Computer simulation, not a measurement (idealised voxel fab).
Process module under the name voxel capacitor over wiring
Square cell edge 5 nm, section width 270 nm, ID cut.
If you're reading a cross-section in this doc, picture square cells in a grid; it comes to you as bands, top ones listed first down to the bottom, and a band can be one or more rows of cells. The band entry comprises the height of the band's top followed by the height of its bottom, expressed in nm, and subsequently the band's materials from left to right, each stated together with its width in nm. Where a single material is marked with the word "all across", that material fills the band from edge to edge. The word "empty" represents empty space. Note: height 0 marks the level under which the wafer is uniformly one material as received. Lowest band unbounded below, written "0..down". Width "30->40": first value at the band's top row of cells, second value at its bottom row, equal change from row to row. When a step is marked "nothing got changed", none of the cells in the cross-section changed during that step. Entry "Completely enclosed voids" = empty spaces >= 8 cells with no open way to the top; each as width x height at distance, distance from left edge, all nm. What comes after the settings on a step's line is commentary from the simulator itself on that step. The setting "overlay nm" may be written on the line of a step. When the step uses a mask, the value reports how far to the right of the planned place the mask lay, and a negative value reports that it lay to the left.

The planned process steps are enumerated hereunder:
1,RECEIVE [material Si]
2,CONFORMAL_DEP [material SiO2] [thk nm 15]
3,DIRECTIONAL_DEP [material TiN] [thk nm 5]
4,DIRECTIONAL_DEP [material Ru] [thk nm 25]
5,PATTERN [tone cover] [mask id METAL_1] [material resist] [width nm 20] [pitch nm 75] [thk nm 15] [overlay nm 0]
6,DIRECTIONAL_ETCH [etch materials Ru] [depth nm 25]
7,DIRECTIONAL_ETCH [etch materials TiN] [depth nm 5]
8,STRIP [etch materials resist]
9,CONFORMAL_DEP [material SiN] [thk nm 5]
10,FILL_DEP [material lowk] [thk nm 10]
11,CMP [height nm 45]
12,CONFORMAL_DEP [material SiCN] [thk nm 5]
13,DIRECTIONAL_DEP [material lowk] [thk nm 10]
14,DIRECTIONAL_DEP [material aC] [thk nm 10]
15,PATTERN [tone open] [mask id PLUG_1] [material resist] [width nm 15] [thk nm 25] [overlay nm 0]
16,DIRECTIONAL_ETCH [etch materials aC] [depth nm 10]
17,STRIP [etch materials resist]
18,DIRECTIONAL_ETCH [etch materials lowk] [depth nm 10]
19,DIRECTIONAL_ETCH [etch materials SiCN] [depth nm 5]
20,STRIP [etch materials aC]
21,CONFORMAL_DEP [material TiN] [thk nm 5]
22,FILL_DEP [material Ru] [thk nm 10]
23,CMP [height nm 60]
24,DIRECTIONAL_DEP [material TiN] [thk nm 10]
25,DIRECTIONAL_DEP [material SiN] [thk nm 5]
26,DIRECTIONAL_DEP [material TiN] [thk nm 10]
27,PATTERN [tone cover] [mask id UPPER_PLATE] [material resist] [width nm 60] [thk nm 20] [overlay nm 0]
28,DIRECTIONAL_ETCH [etch materials TiN] [depth nm 10]
29,DIRECTIONAL_ETCH [etch materials SiN] [depth nm 5]
30,STRIP [etch materials resist]
31,MASKED_ETCH [tone cover] [mask id LOWER_PLATE] [width nm 70] [etch materials TiN] [depth nm 10] [overlay nm 0]
32,FILL_DEP [material SiO2] [thk nm 20]
33,CMP [height nm 100]
34,DIRECTIONAL_DEP [material aC] [thk nm 10]
35,PATTERN [tone open] [mask id PLUG_2] [material resist] [width nm 15] [thk nm 25] [overlay nm 0]
36,DIRECTIONAL_ETCH [etch materials aC] [depth nm 10]
37,STRIP [etch materials resist]
38,DIRECTIONAL_ETCH [etch materials SiO2] [depth nm 15]
39,STRIP [etch materials aC]
40,CONFORMAL_DEP [material TiN] [thk nm 5]
41,FILL_DEP [material Ru] [thk nm 10]
42,CMP [height nm 100]
43,CONFORMAL_DEP [material SiN] [thk nm 5]

Incoming wafer, cross-sectional view, post step 1:
  0..down  Si all across
  Completely enclosed voids: none

End-of-module cross-section. Starting structure and process plan as above; one mistake made in running it:
  105..100  SiN all across
  100..90  SiO2=100, TiN=5, Ru=5, TiN=5, SiO2=155
  90..85  SiO2=100, TiN=15, SiO2=155
  85..80  SiO2 all across
  80..75  SiO2=90, TiN=60, SiO2=120
  75..70  SiO2=90, SiN=60, SiO2=120
  70..60  SiO2=85, TiN=70, SiO2=115
  60..50  lowk=90, TiN=5, Ru=5, TiN=5, lowk=165
  50..45  SiCN=90, TiN=15, SiCN=165
  45..20  lowk=80, SiN=5, Ru=20, SiN=5, lowk=45, SiN=5, Ru=20, SiN=5, lowk=85
  20..15  SiN=85, TiN=20, SiN=55, TiN=20, SiN=90
  15..0  SiO2 all across
  0..down  Si all across
  Completely enclosed voids: none
Which mistake was made when the wafer was run? note that step 26 departed from the planned setting and was carried out as DIRECTIONAL_DEP [material TiN] [thk nm 5]
